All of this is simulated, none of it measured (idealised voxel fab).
The process module that follows is named voxel wiring stack.
We display cut, a cross-section 230 nm in width whose square cells are each 5 nm.
In what follows, cross-sections appear as grids of square cells, described through bands that run from the top down, where every band is one or more rows of cells.
A band entry consists of two parts. The first gives the height of the band's top and the height of its bottom, in nm. The rest lists the band's materials from left to right, each with its width in nm. A single material labelled with the word "all across" fills the band from edge to edge, and the word "air" marks empty space.
Height is counted from the level 0, under which the received wafer is composed throughout of one material. The lowest of the bands is not closed at the bottom but continues downward, in the notation "top 0, no bottom".
Width: "30->40" (first number = top row, second number = bottom row, same change from row to row of cells).
Reading "stayed the same" for a step: not a cell of the cross-section changed in it.
This entry, "Closed cavity list", enumerates those empty regions of no fewer than 8 cells that possess no open connection to the top. Each region is reported in the form width x height at distance, the distance being taken from the left edge, with all three quantities expressed in nm.
Note: text after step settings on the step line = simulator remark on that step.
What "overlay nm" on a step's line means: if the step has a mask, that mask lay this far to the right of its planned place, or, when the value is negative, to the left.

-- Process steps - plan
1 op RECEIVE | material Si
2 op CONFORMAL_DEP | material SiO2 | thk nm 10
3 op DIRECTIONAL_DEP | material TiN | thk nm 5
4 op DIRECTIONAL_DEP | material W | thk nm 15
5 op MASKED_ETCH | tone cover | mask id METAL_1 | width nm 30 | pitch nm 60 | etch materials W | depth nm 15 | overlay nm 0
6 op MASKED_ETCH | tone cover | mask id METAL_1 | width nm 30 | pitch nm 60 | etch materials TiN | depth nm 5 | overlay nm 0
7 op FILL_DEP | material SiO2 | thk nm 5
8 op CMP | height nm 30
9 op CONFORMAL_DEP | material SiCN | thk nm 5
10 op DIRECTIONAL_DEP | material SiO2 | thk nm 25
11 op DIRECTIONAL_DEP | material aC | thk nm 10
12 op PATTERN | tone open | mask id METAL_2_HOLES | material resist | width nm 15 | pitch nm 60 | thk nm 25 | overlay nm 0
13 op DIRECTIONAL_ETCH | etch materials aC | depth nm 10
14 op STRIP | etch materials resist
15 op DIRECTIONAL_ETCH | etch materials SiO2 | depth nm 25
16 op STRIP | etch materials aC
17 op PATTERN | tone open | mask id METAL_2 | material resist | width nm 30 | pitch nm 60 | thk nm 20 | overlay nm 0
18 op DIRECTIONAL_ETCH | etch materials SiO2 | depth nm 15
19 op DIRECTIONAL_ETCH | etch materials SiCN | depth nm 5
20 op STRIP | etch materials resist
21 op CONFORMAL_DEP | material TiN | thk nm 5
22 op FILL_DEP | material Cu | thk nm 5
23 op CMP | height nm 60
24 op CONFORMAL_DEP | material SiCN | thk nm 5

-- First wafer of two (run as planned)

-- Wafer cross-section on receipt, i.e. after step 1
	top 0, no bottom: Si all across
	Closed cavity list: none

-- Cross-section: wafer state after step 2
	top 10, bottom 0: SiO2 all across
	Heights below 0 show no change.

-- Cross-section: wafer state after step 3
	top 15, bottom 10: TiN all across
	Heights below 10 show no change.

-- Cross-section: wafer state after step 4
	top 30, bottom 15: W all across
	Heights below 15 show no change.

-- Cross-section: wafer state after step 5
	top 30, bottom 15: air: 40 / W: 30 / air: 30 / W: 30 / air: 30 / W: 30 / air: 40
	Heights below 15 show no change.

-- Cross-section: wafer state after step 6
	top 30, bottom 15: air: 40 / W: 30 / air: 30 / W: 30 / air: 30 / W: 30 / air: 40
	top 15, bottom 10: air: 40 / TiN: 30 / air: 30 / TiN: 30 / air: 30 / TiN: 30 / air: 40
	Heights below 10 show no change.

-- Cross-section: wafer state after step 7
	top 35, bottom 30: SiO2 all across
	top 30, bottom 15: SiO2: 40 / W: 30 / SiO2: 30 / W: 30 / SiO2: 30 / W: 30 / SiO2: 40
	top 15, bottom 10: SiO2: 40 / TiN: 30 / SiO2: 30 / TiN: 30 / SiO2: 30 / TiN: 30 / SiO2: 40
	Heights below 10 show no change.

-- Cross-section: wafer state after step 8
	top 30, bottom 15: SiO2: 40 / W: 30 / SiO2: 30 / W: 30 / SiO2: 30 / W: 30 / SiO2: 40
	Heights below 15 show no change.

-- Cross-section: wafer state after step 9
	top 35, bottom 30: SiCN all across
	Heights below 30 show no change.

-- Cross-section: wafer state after step 10
	top 60, bottom 35: SiO2 all across
	Heights below 35 show no change.

-- Cross-section: wafer state after step 11
	top 70, bottom 60: aC all across
	Heights below 60 show no change.

-- Cross-section: wafer state after step 12
	top 95, bottom 70: resist: 40 / air: 15 / resist: 45 / air: 15 / resist: 45 / air: 15 / resist: 55
	Heights below 70 show no change.

-- Cross-section: wafer state after step 13
	top 85, bottom 70: resist: 40 / air: 15 / resist: 45 / air: 15 / resist: 45 / air: 15 / resist: 55
	top 70, bottom 60: aC: 40 / air: 15 / aC: 45 / air: 15 / aC: 45 / air: 15 / aC: 55
	Heights below 60 show no change.

-- Cross-section: wafer state after step 14
	top 70, bottom 60: aC: 40 / air: 15 / aC: 45 / air: 15 / aC: 45 / air: 15 / aC: 55
	Heights below 60 show no change.

-- Cross-section: wafer state after step 15
	top 70, bottom 60: aC: 40 / air: 15 / aC: 45 / air: 15 / aC: 45 / air: 15 / aC: 55
	top 60, bottom 35: SiO2: 40 / air: 15 / SiO2: 45 / air: 15 / SiO2: 45 / air: 15 / SiO2: 55
	Heights below 35 show no change.

-- Cross-section: wafer state after step 16
	top 60, bottom 35: SiO2: 40 / air: 15 / SiO2: 45 / air: 15 / SiO2: 45 / air: 15 / SiO2: 55
	Heights below 35 show no change.

-- Cross-section: wafer state after step 17
	top 80, bottom 60: resist: 40 / air: 30 / resist: 30 / air: 30 / resist: 30 / air: 30 / resist: 40
	Heights below 60 show no change.

-- Cross-section: wafer state after step 18
	top 80, bottom 60: resist: 40 / air: 30 / resist: 30 / air: 30 / resist: 30 / air: 30 / resist: 40
	top 60, bottom 45: SiO2: 40 / air: 30 / SiO2: 30 / air: 30 / SiO2: 30 / air: 30 / SiO2: 40
	Heights below 45 show no change.

-- Cross-section: wafer state after step 19
	top 80, bottom 60: resist: 40 / air: 30 / resist: 30 / air: 30 / resist: 30 / air: 30 / resist: 40
	top 60, bottom 45: SiO2: 40 / air: 30 / SiO2: 30 / air: 30 / SiO2: 30 / air: 30 / SiO2: 40
	top 45, bottom 35: SiO2: 40 / air: 15 / SiO2: 45 / air: 15 / SiO2: 45 / air: 15 / SiO2: 55
	top 35, bottom 30: SiCN: 40 / air: 15 / SiCN: 45 / air: 15 / SiCN: 45 / air: 15 / SiCN: 55
	Heights below 30 show no change.

-- Cross-section: wafer state after step 20
	top 60, bottom 45: SiO2: 40 / air: 30 / SiO2: 30 / air: 30 / SiO2: 30 / air: 30 / SiO2: 40
	Heights below 45 show no change.

-- Cross-section: wafer state after step 21
	top 65, bottom 60: TiN: 45 / air: 20 / TiN: 40 / air: 20 / TiN: 40 / air: 20 / TiN: 45
	top 60, bottom 50: SiO2: 40 / TiN: 5 / air: 20 / TiN: 5 / SiO2: 30 / TiN: 5 / air: 20 / TiN: 5 / SiO2: 30 / TiN: 5 / air: 20 / TiN: 5 / SiO2: 40
	top 50, bottom 45: SiO2: 40 / TiN: 5 / air: 5 / TiN: 20 / SiO2: 30 / TiN: 5 / air: 5 / TiN: 20 / SiO2: 30 / TiN: 5 / air: 5 / TiN: 20 / SiO2: 40
	top 45, bottom 35: SiO2: 40 / TiN: 5 / air: 5 / TiN: 5 / SiO2: 45 / TiN: 5 / air: 5 / TiN: 5 / SiO2: 45 / TiN: 5 / air: 5 / TiN: 5 / SiO2: 55
	top 35, bottom 30: SiCN: 40 / TiN: 15 / SiCN: 45 / TiN: 15 / SiCN: 45 / TiN: 15 / SiCN: 55
	Heights below 30 show no change.

-- Cross-section: wafer state after step 22
	top 70, bottom 65: Cu all across
	top 65, bottom 60: TiN: 45 / Cu: 20 / TiN: 40 / Cu: 20 / TiN: 40 / Cu: 20 / TiN: 45
	top 60, bottom 50: SiO2: 40 / TiN: 5 / Cu: 20 / TiN: 5 / SiO2: 30 / TiN: 5 / Cu: 20 / TiN: 5 / SiO2: 30 / TiN: 5 / Cu: 20 / TiN: 5 / SiO2: 40
	top 50, bottom 45: SiO2: 40 / TiN: 5 / Cu: 5 / TiN: 20 / SiO2: 30 / TiN: 5 / Cu: 5 / TiN: 20 / SiO2: 30 / TiN: 5 / Cu: 5 / TiN: 20 / SiO2: 40
	top 45, bottom 35: SiO2: 40 / TiN: 5 / Cu: 5 / TiN: 5 / SiO2: 45 / TiN: 5 / Cu: 5 / TiN: 5 / SiO2: 45 / TiN: 5 / Cu: 5 / TiN: 5 / SiO2: 55
	Heights below 35 show no change.

-- Cross-section: wafer state after step 23
	top 60, bottom 50: SiO2: 40 / TiN: 5 / Cu: 20 / TiN: 5 / SiO2: 30 / TiN: 5 / Cu: 20 / TiN: 5 / SiO2: 30 / TiN: 5 / Cu: 20 / TiN: 5 / SiO2: 40
	Heights below 50 show no change.

-- Cross-section: wafer state after step 24
	top 65, bottom 60: SiCN all across
	Heights below 60 show no change.

-- Second Wafer (Identical Start and Plan, One Processing Error; Matches First Wafer Through Step 4)

-- Second wafer, cross-section, planned end of step 5
	top 30, bottom 15: air: 50 / W: 30 / air: 30 / W: 30 / air: 30 / W: 30 / air: 30
	Heights below 15 show no change.

-- Second wafer, cross-section, planned end of step 6
	top 30, bottom 15: air: 50 / W: 30 / air: 30 / W: 30 / air: 30 / W: 30 / air: 30
	top 15, bottom 10: air: 40 / TiN: 40 / air: 20 / TiN: 40 / air: 20 / TiN: 40 / air: 30
	Heights below 10 show no change.

-- Second wafer, cross-section, planned end of step 7
	top 35, bottom 30: SiO2 all across
	top 30, bottom 15: SiO2: 50 / W: 30 / SiO2: 30 / W: 30 / SiO2: 30 / W: 30 / SiO2: 30
	top 15, bottom 10: SiO2: 40 / TiN: 40 / SiO2: 20 / TiN: 40 / SiO2: 20 / TiN: 40 / SiO2: 30
	Heights below 10 show no change.

-- Second wafer, cross-section, planned end of step 8
	top 30, bottom 15: SiO2: 50 / W: 30 / SiO2: 30 / W: 30 / SiO2: 30 / W: 30 / SiO2: 30
	Heights below 15 show no change.

-- Second wafer, cross-section, planned end of step 9
	top 35, bottom 30: SiCN all across
	Heights below 30 show no change.

-- Second wafer, cross-section, planned end of step 10
	top 60, bottom 35: SiO2 all across
	Heights below 35 show no change.

-- Second wafer, cross-section, planned end of step 11
	top 70, bottom 60: aC all across
	Heights below 60 show no change.

-- Second wafer, cross-section, planned end of step 12
	top 95, bottom 70: resist: 40 / air: 15 / resist: 45 / air: 15 / resist: 45 / air: 15 / resist: 55
	Heights below 70 show no change.

-- Second wafer, cross-section, planned end of step 13
	top 85, bottom 70: resist: 40 / air: 15 / resist: 45 / air: 15 / resist: 45 / air: 15 / resist: 55
	top 70, bottom 60: aC: 40 / air: 15 / aC: 45 / air: 15 / aC: 45 / air: 15 / aC: 55
	Heights below 60 show no change.

-- Second wafer, cross-section, planned end of step 14
	top 70, bottom 60: aC: 40 / air: 15 / aC: 45 / air: 15 / aC: 45 / air: 15 / aC: 55
	Heights below 60 show no change.

-- Second wafer, cross-section, planned end of step 15
	top 70, bottom 60: aC: 40 / air: 15 / aC: 45 / air: 15 / aC: 45 / air: 15 / aC: 55
	top 60, bottom 35: SiO2: 40 / air: 15 / SiO2: 45 / air: 15 / SiO2: 45 / air: 15 / SiO2: 55
	Heights below 35 show no change.

-- Second wafer, cross-section, planned end of step 16
	top 60, bottom 35: SiO2: 40 / air: 15 / SiO2: 45 / air: 15 / SiO2: 45 / air: 15 / SiO2: 55
	Heights below 35 show no change.

-- Second wafer, cross-section, planned end of step 17
	top 80, bottom 60: resist: 40 / air: 30 / resist: 30 / air: 30 / resist: 30 / air: 30 / resist: 40
	Heights below 60 show no change.

-- Second wafer, cross-section, planned end of step 18
	top 80, bottom 60: resist: 40 / air: 30 / resist: 30 / air: 30 / resist: 30 / air: 30 / resist: 40
	top 60, bottom 45: SiO2: 40 / air: 30 / SiO2: 30 / air: 30 / SiO2: 30 / air: 30 / SiO2: 40
	Heights below 45 show no change.

-- Second wafer, cross-section, planned end of step 19
	top 80, bottom 60: resist: 40 / air: 30 / resist: 30 / air: 30 / resist: 30 / air: 30 / resist: 40
	top 60, bottom 45: SiO2: 40 / air: 30 / SiO2: 30 / air: 30 / SiO2: 30 / air: 30 / SiO2: 40
	top 45, bottom 35: SiO2: 40 / air: 15 / SiO2: 45 / air: 15 / SiO2: 45 / air: 15 / SiO2: 55
	top 35, bottom 30: SiCN: 40 / air: 15 / SiCN: 45 / air: 15 / SiCN: 45 / air: 15 / SiCN: 55
	Heights below 30 show no change.

-- Second wafer, cross-section, planned end of step 20
	top 60, bottom 45: SiO2: 40 / air: 30 / SiO2: 30 / air: 30 / SiO2: 30 / air: 30 / SiO2: 40
	Heights below 45 show no change.

-- Second wafer, cross-section, planned end of step 21
	top 65, bottom 60: TiN: 45 / air: 20 / TiN: 40 / air: 20 / TiN: 40 / air: 20 / TiN: 45
	top 60, bottom 50: SiO2: 40 / TiN: 5 / air: 20 / TiN: 5 / SiO2: 30 / TiN: 5 / air: 20 / TiN: 5 / SiO2: 30 / TiN: 5 / air: 20 / TiN: 5 / SiO2: 40
	top 50, bottom 45: SiO2: 40 / TiN: 5 / air: 5 / TiN: 20 / SiO2: 30 / TiN: 5 / air: 5 / TiN: 20 / SiO2: 30 / TiN: 5 / air: 5 / TiN: 20 / SiO2: 40
	top 45, bottom 35: SiO2: 40 / TiN: 5 / air: 5 / TiN: 5 / SiO2: 45 / TiN: 5 / air: 5 / TiN: 5 / SiO2: 45 / TiN: 5 / air: 5 / TiN: 5 / SiO2: 55
	top 35, bottom 30: SiCN: 40 / TiN: 15 / SiCN: 45 / TiN: 15 / SiCN: 45 / TiN: 15 / SiCN: 55
	Heights below 30 show no change.

-- Second wafer, cross-section, planned end of step 22
	top 70, bottom 65: Cu all across
	top 65, bottom 60: TiN: 45 / Cu: 20 / TiN: 40 / Cu: 20 / TiN: 40 / Cu: 20 / TiN: 45
	top 60, bottom 50: SiO2: 40 / TiN: 5 / Cu: 20 / TiN: 5 / SiO2: 30 / TiN: 5 / Cu: 20 / TiN: 5 / SiO2: 30 / TiN: 5 / Cu: 20 / TiN: 5 / SiO2: 40
	top 50, bottom 45: SiO2: 40 / TiN: 5 / Cu: 5 / TiN: 20 / SiO2: 30 / TiN: 5 / Cu: 5 / TiN: 20 / SiO2: 30 / TiN: 5 / Cu: 5 / TiN: 20 / SiO2: 40
	top 45, bottom 35: SiO2: 40 / TiN: 5 / Cu: 5 / TiN: 5 / SiO2: 45 / TiN: 5 / Cu: 5 / TiN: 5 / SiO2: 45 / TiN: 5 / Cu: 5 / TiN: 5 / SiO2: 55
	Heights below 35 show no change.

-- Second wafer, cross-section, planned end of step 23
	top 60, bottom 50: SiO2: 40 / TiN: 5 / Cu: 20 / TiN: 5 / SiO2: 30 / TiN: 5 / Cu: 20 / TiN: 5 / SiO2: 30 / TiN: 5 / Cu: 20 / TiN: 5 / SiO2: 40
	Heights below 50 show no change.

-- Second wafer, cross-section, planned end of step 24
	top 65, bottom 60: SiCN all across
	Heights below 60 show no change.
What broke from the plan during processing? step 5 was processed under conditions differing from the plan, specifically as op MASKED_ETCH | tone cover | mask id METAL_1 | width nm 30 | pitch nm 60 | etch materials W | depth nm 15 | overlay nm 10
at the end the second wafer has, in cells: 6 fewer of SiO2 | 6 more of TiN
